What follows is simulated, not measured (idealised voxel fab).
voxel ribs on slabs: a process module
The cross-section on display is named cut; it measures 275 nm wide, and its cells are 5 nm squares.
A cross-section is a grid of square cells, given in bands from the top down. A band is one or more rows of cells. First you get the band's top height and its bottom height, in nm, and then the materials it's made of, left to right, with each width in nm. If you see a single material with "throughout", that one covers the band edge to edge. "empty" is empty space. Heights are expressed relative to 0, this being the level below which the as-received wafer comprises one material exclusively. The lowest band is unbounded in the downward direction and is denoted as in "z 0 and below". The width entry "30->40" should be interpreted row by row: the top row of cells in the band takes the first number, the bottom row takes the second number, and the change between adjacent rows is uniform throughout. Where a step carries "changes: none", the cross-section came out of it unchanged, cell for cell. You'll see "Enclosed void catalog" listing empty spaces that have no way open to the top, as long as they're 8 cells or more; the notation is width x height at distance, where the distance is from the left edge, and all of it is in nm. On each step's line, the part that comes after the settings is the simulator's own comment on the step. overlay nm: step with mask; distance mask lay right of planned place; negative value = left of planned place.

[Process steps - plan]
| 1 | op RECEIVE | material Si |
| 2 | op DIRECTIONAL_DEP | material SiO2 | thk nm 25 |
| 3 | op DIRECTIONAL_DEP | material SiN | thk nm 15 |
| 4 | op MASKED_ETCH | tone cover | mask id RIB | width nm 25 | etch materials SiN | depth nm 5 | overlay nm 0 |
| 5 | op DIRECTIONAL_DEP | material aC | thk nm 15 |
| 6 | op PATTERN | tone cover | mask id SLAB | material resist | width nm 55 | thk nm 35 | overlay nm 0 |
| 7 | op DIRECTIONAL_ETCH | etch materials aC | depth nm 15 |
| 8 | op STRIP | etch materials resist |
| 9 | op DIRECTIONAL_ETCH | etch materials SiN | depth nm 10 |
| 10 | op STRIP | etch materials aC |
| 11 | op FILL_DEP | material SiO2 | thk nm 15 |
| 12 | op CMP | height nm 50 |
| 13 | op DIRECTIONAL_DEP | material W | thk nm 10 |
| 14 | op PATTERN | tone cover | mask id HEATER | material resist | width nm 35 | thk nm 20 | overlay nm 0 |
| 15 | op DIRECTIONAL_ETCH | etch materials W | depth nm 10 |
| 16 | op STRIP | etch materials resist |
| 17 | op CONFORMAL_DEP | material SiN | thk nm 10 |

[First wafer of two (run as planned)]

[Cross-section, incoming material, after step 1]
z 0 and below = Si throughout
Enclosed void catalog: none

[Wafer section view after processing step 2]
z 25 to 0 = SiO2 throughout
Below a height of 0, the structure has not been altered.

[Wafer section view after processing step 3]
z 40 to 25 = SiN throughout
Below a height of 25, the structure has not been altered.

[Wafer section view after processing step 4]
z 40 to 35 = 125 nm empty | 25 nm SiN | 125 nm empty
Below a height of 35, the structure has not been altered.

[Wafer section view after processing step 5]
z 55 to 50 = 125 nm empty | 25 nm aC | 125 nm empty
z 50 to 40 = aC throughout
z 40 to 35 = 125 nm aC | 25 nm SiN | 125 nm aC
Below a height of 35, the structure has not been altered.

[Wafer section view after processing step 6]
z 90 to 55 = 110 nm empty | 55 nm resist | 110 nm empty
z 55 to 50 = 110 nm empty | 15 nm resist | 25 nm aC | 15 nm resist | 110 nm empty
Below a height of 50, the structure has not been altered.

[Wafer section view after processing step 7]
z 75 to 55 = 110 nm empty | 55 nm resist | 110 nm empty
z 55 to 50 = 110 nm empty | 15 nm resist | 25 nm aC | 15 nm resist | 110 nm empty
z 50 to 40 = 110 nm empty | 55 nm aC | 110 nm empty
z 40 to 35 = 110 nm empty | 15 nm aC | 25 nm SiN | 15 nm aC | 110 nm empty
Below a height of 35, the structure has not been altered.

[Wafer section view after processing step 8]
z 55 to 50 = 125 nm empty | 25 nm aC | 125 nm empty
Below a height of 50, the structure has not been altered.

[Wafer section view after processing step 9]
z 55 to 50 = 125 nm empty | 25 nm aC | 125 nm empty
z 50 to 40 = 110 nm empty | 55 nm aC | 110 nm empty
z 40 to 35 = 110 nm empty | 15 nm aC | 25 nm SiN | 15 nm aC | 110 nm empty
z 35 to 25 = 110 nm empty | 55 nm SiN | 110 nm empty
Below a height of 25, the structure has not been altered.

[Wafer section view after processing step 10]
z 40 to 35 = 125 nm empty | 25 nm SiN | 125 nm empty
Below a height of 35, the structure has not been altered.

[Wafer section view after processing step 11]
z 55 to 40 = SiO2 throughout
z 40 to 35 = 125 nm SiO2 | 25 nm SiN | 125 nm SiO2
z 35 to 25 = 110 nm SiO2 | 55 nm SiN | 110 nm SiO2
Below a height of 25, the structure has not been altered.

[Wafer section view after processing step 12]
z 50 to 40 = SiO2 throughout
Below a height of 40, the structure has not been altered.

[Wafer section view after processing step 13]
z 60 to 50 = W throughout
Below a height of 50, the structure has not been altered.

[Wafer section view after processing step 14]
z 80 to 60 = 120 nm empty | 35 nm resist | 120 nm empty
Below a height of 60, the structure has not been altered.

[Wafer section view after processing step 15]
z 80 to 60 = 120 nm empty | 35 nm resist | 120 nm empty
z 60 to 50 = 120 nm empty | 35 nm W | 120 nm empty
Below a height of 50, the structure has not been altered.

[Wafer section view after processing step 16]
z 60 to 50 = 120 nm empty | 35 nm W | 120 nm empty
Below a height of 50, the structure has not been altered.

[Wafer section view after processing step 17]
z 70 to 60 = 110 nm empty | 55 nm SiN | 110 nm empty
z 60 to 50 = 120 nm SiN | 35 nm W | 120 nm SiN
Below a height of 50, the structure has not been altered.

[Wafer two. Same start, same plan, one slip in execution. Same as wafer one through step 5, inclusive]

[Second wafer: cross-section at the scheduled end of step 6]
z 90 to 55 = 120 nm empty | 55 nm resist | 100 nm empty
z 55 to 50 = 120 nm empty | 5 nm resist | 25 nm aC | 25 nm resist | 100 nm empty
Below a height of 50, the structure has not been altered.

[Second wafer: cross-section at the scheduled end of step 7]
z 75 to 55 = 120 nm empty | 55 nm resist | 100 nm empty
z 55 to 50 = 120 nm empty | 5 nm resist | 25 nm aC | 25 nm resist | 100 nm empty
z 50 to 40 = 120 nm empty | 55 nm aC | 100 nm empty
z 40 to 35 = 120 nm empty | 5 nm aC | 25 nm SiN | 25 nm aC | 100 nm empty
Below a height of 35, the structure has not been altered.

[Second wafer: cross-section at the scheduled end of step 8]
z 55 to 50 = 125 nm empty | 25 nm aC | 125 nm empty
Below a height of 50, the structure has not been altered.

[Second wafer: cross-section at the scheduled end of step 9]
z 55 to 50 = 125 nm empty | 25 nm aC | 125 nm empty
z 50 to 40 = 120 nm empty | 55 nm aC | 100 nm empty
z 40 to 35 = 120 nm empty | 5 nm aC | 25 nm SiN | 25 nm aC | 100 nm empty
z 35 to 25 = 120 nm empty | 55 nm SiN | 100 nm empty
Below a height of 25, the structure has not been altered.

[Second wafer: cross-section at the scheduled end of step 10]
z 40 to 35 = 125 nm empty | 25 nm SiN | 125 nm empty
Below a height of 35, the structure has not been altered.

[Second wafer: cross-section at the scheduled end of step 11]
z 55 to 40 = SiO2 throughout
z 40 to 35 = 125 nm SiO2 | 25 nm SiN | 125 nm SiO2
z 35 to 25 = 120 nm SiO2 | 55 nm SiN | 100 nm SiO2
Below a height of 25, the structure has not been altered.

[Second wafer: cross-section at the scheduled end of step 12]
z 50 to 40 = SiO2 throughout
Below a height of 40, the structure has not been altered.

[Second wafer: cross-section at the scheduled end of step 13]
z 60 to 50 = W throughout
Below a height of 50, the structure has not been altered.

[Second wafer: cross-section at the scheduled end of step 14]
z 80 to 60 = 120 nm empty | 35 nm resist | 120 nm empty
Below a height of 60, the structure has not been altered.

[Second wafer: cross-section at the scheduled end of step 15]
z 80 to 60 = 120 nm empty | 35 nm resist | 120 nm empty
z 60 to 50 = 120 nm empty | 35 nm W | 120 nm empty
Below a height of 50, the structure has not been altered.

[Second wafer: cross-section at the scheduled end of step 16]
z 60 to 50 = 120 nm empty | 35 nm W | 120 nm empty
Below a height of 50, the structure has not been altered.

[Second wafer: cross-section at the scheduled end of step 17]
z 70 to 60 = 110 nm empty | 55 nm SiN | 110 nm empty
z 60 to 50 = 120 nm SiN | 35 nm W | 120 nm SiN
Below a height of 50, the structure has not been altered.
Which mistake was made when the wafer was run? step 6 changed vs plan, executed as op PATTERN | tone cover | mask id SLAB | material resist | width nm 55 | thk nm 35 | overlay nm 10
Heads up: at the end the two wafers have identical cell counts per material, they're just laid out differently.
